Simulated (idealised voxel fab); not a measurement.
You're looking at the process module voxel gate over fins.
The figure presents cross-section cut, which has a width of 245 nm and is divided into square cells with an edge length of 5 nm.
A cross-section is written here as square cells arranged in a grid, and it is given in bands from the top down, each band taking up one or more rows of cells.
Basically the band line says how high the top is and how high the bottom is, in nm, and then what's in it from left to right, every material with its width in nm. Empty space shows up as "empty", and if a single material carries "throughout" it runs the full band edge to edge.
A quick word on heights: they are counted from 0, and under that level the wafer as it came to us is one material throughout. The lowest band is different from the rest in having no bottom; it simply continues downward, written as in "from 0 down".
So if you see something like "30 to 40" for the width, read it as the top row of the band sitting at the first number and the bottom row at the second, with every row in between moving by the same amount as the last.
Step marked "nothing different"? Then no cell in the cross-section changed in it.
Enclosed cavities: empty space of 8 cells or more with no open way to the top, each as width x height at its distance from the left edge, in nm
Where a step's line continues beyond its settings, the continuation is a remark by the simulator itself on that step.
overlay nm: how far to the right of its planned place the mask lay on this masked step (negative: to the left).

SO HERE'S THE LINEUP OF PROCESS STEPS WE PLANNED
| 1 | RECEIVE (material Si) |
| 2 | CONFORMAL_DEP (material SiN; thk nm 10) |
| 3 | DIRECTIONAL_DEP (material aC; thk nm 10) |
| 4 | PATTERN (tone cover; mask id FINS; material resist; width nm 15; pitch nm 55; thk nm 30; overlay nm 0) |
| 5 | DIRECTIONAL_ETCH (etch materials aC; depth nm 10) |
| 6 | STRIP (etch materials resist) |
| 7 | DIRECTIONAL_ETCH (etch materials SiN; depth nm 10) |
| 8 | DIRECTIONAL_ETCH (etch materials Si; depth nm 40) |
| 9 | STRIP (etch materials aC) |
| 10 | OXIDIZE (depth nm 5) |
| 11 | FILL_DEP (material SiO2; thk nm 10) |
| 12 | CMP (height nm 10) |
| 13 | PATTERN (tone open; mask id RAIL; material resist; width nm 15; thk nm 15; overlay nm -15) |
| 14 | DIRECTIONAL_ETCH (etch materials SiO2; depth nm 45) |
| 15 | STRIP (etch materials resist) |
| 16 | CONFORMAL_DEP (material TiN; thk nm 5) |
| 17 | FILL_DEP (material Ru; thk nm 10) |
| 18 | CMP (height nm 10) |
| 19 | SELECTIVE_ETCH (etch materials W Ru TiN; depth nm 30) |
| 20 | FILL_DEP (material SiO2; thk nm 5) |
| 21 | CMP (height nm 10) |
| 22 | SELECTIVE_ETCH (etch materials SiO2; depth nm 20) |
| 23 | STRIP (etch materials SiN) |
| 24 | CONFORMAL_DEP (material HfO2; thk nm 5) |
| 25 | CONFORMAL_DEP (material TiN; thk nm 5) |
| 26 | FILL_DEP (material W; thk nm 15) |
| 27 | CMP (height nm 20) |
| 28 | CONFORMAL_DEP (material SiN; thk nm 5) |
What sets these wafers apart? The overlay nm at step 13. They all start alike, and the plan carries the first wafer's value.

THE FIRST OF SEVERAL WAFERS, AS RECEIVED AFTER STEP 1, SEEN IN SECTION
> from 0 down  Si throughout
> Enclosed cavities: none

HERE IS HOW TO READ THE ROWS: EVERY WAFER HAS A ROW, AND IT SHOWS THE WAFER AT THE END OF THE MODULE, GIVING FOR EACH MATERIAL HOW MANY CELLS WERE GAINED (+) OR LOST (-) SINCE THE WAFER WAS RECEIVED, THEN LISTING ITS CLOSED VOIDS
overlay nm -15 | +57 HfO2 | -423 Si | +49 SiN | +323 SiO2 | +63 TiN | +176 W | Enclosed cavities: none
overlay nm -10 | +57 HfO2 | +2 Ru | -423 Si | +49 SiN | +320 SiO2 | +64 TiN | +176 W | Enclosed cavities: none
overlay nm -5 | +57 HfO2 | +2 Ru | -423 Si | +49 SiN | +320 SiO2 | +64 TiN | +176 W | Enclosed cavities: none
overlay nm 0 | +57 HfO2 | +2 Ru | -423 Si | +49 SiN | +320 SiO2 | +64 TiN | +176 W | Enclosed cavities: none
overlay nm 5 | +57 HfO2 | +2 Ru | -423 Si | +49 SiN | +320 SiO2 | +64 TiN | +176 W | Enclosed cavities: none
overlay nm 10 | +57 HfO2 | +2 Ru | -423 Si | +49 SiN | +320 SiO2 | +64 TiN | +176 W | Enclosed cavities: none
overlay nm 15 | +57 HfO2 | +2 Ru | -423 Si | +49 SiN | +320 SiO2 | +64 TiN | +176 W | Enclosed cavities: none
